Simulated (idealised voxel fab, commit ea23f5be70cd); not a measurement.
Process module under the name voxel plated lines
The width of the displayed cross-section, cut, is 240 nm; its cells are square, with a size of 5 nm.
Cross-section = grid of square cells, listed top down in bands; band = one or more rows.
Band: top and bottom heights (nm) first, top before bottom; then materials from left to right, widths in nm. "everywhere" marks a sole material filling the band edge to edge. "empty" denotes empty space.
Convention: height 0 is the level below which the wafer, as received, is all one material. The lowest band does not terminate at the bottom but continues downward, represented as "0 and below".
Per-row width for "30 to 40": begins at first number (top row of band), ends at second number (bottom row), increment between rows held constant.
"no change occurred" (step): cross-section cells unchanged, all of them.
Entry "Fully sealed voids" = empty spaces >= 8 cells with no open way to the top; each as width x height at distance, distance from left edge, all nm.
Whatever follows a step's settings on its line is a remark the simulator itself makes about that step.
overlay nm: for a step with a mask, the amount by which the mask lay right of where it was planned; a negative amount means left of it.

Process steps - plan
- 1: op RECEIVE | material Si
- 2: op CONFORMAL_DEP | material SiN | thk nm 5
- 3: op DIRECTIONAL_DEP | material TiN | thk nm 5
- 4: op PATTERN | tone open | mask id LINES | material resist | width nm 15 | pitch nm 35 | thk nm 35 | overlay nm 0
- 5: op EPI | material Ru | thk nm 5
- 6: op EPI | material Ru | thk nm 5
- 7: op EPI | material Ru | thk nm 10
- 8: op STRIP | etch materials resist
- 9: op DIRECTIONAL_ETCH | etch materials TiN | depth nm 5
- 10: op CONFORMAL_DEP | material SiCN | thk nm 5

Cross-section of the wafer upon arrival, representing the state reached after step 1
> 0 and below = Si everywhere
> Fully sealed voids: none

Post-module cross-section: identical start and plan to those above, one misstep in execution
> 45 down to 30 = empty=80 / SiCN=80 / empty=80
> 30 down to 20 = empty=80 / SiCN=15 / Ru=15 / SiCN=20 / Ru=15 / SiCN=15 / empty=80
> 20 down to 10 = SiCN=95 / Ru=15 / SiCN=20 / Ru=15 / SiCN=95
> 10 down to 5 = SiCN=95 / TiN=15 / SiCN=20 / TiN=15 / SiCN=95
> 5 down to 0 = SiN everywhere
> 0 and below = Si everywhere
> Fully sealed voids: none
Nonconformance to the process plan: step 10, actual vs plan mismatch, actual run op CONFORMAL_DEP | material SiCN | thk nm 15
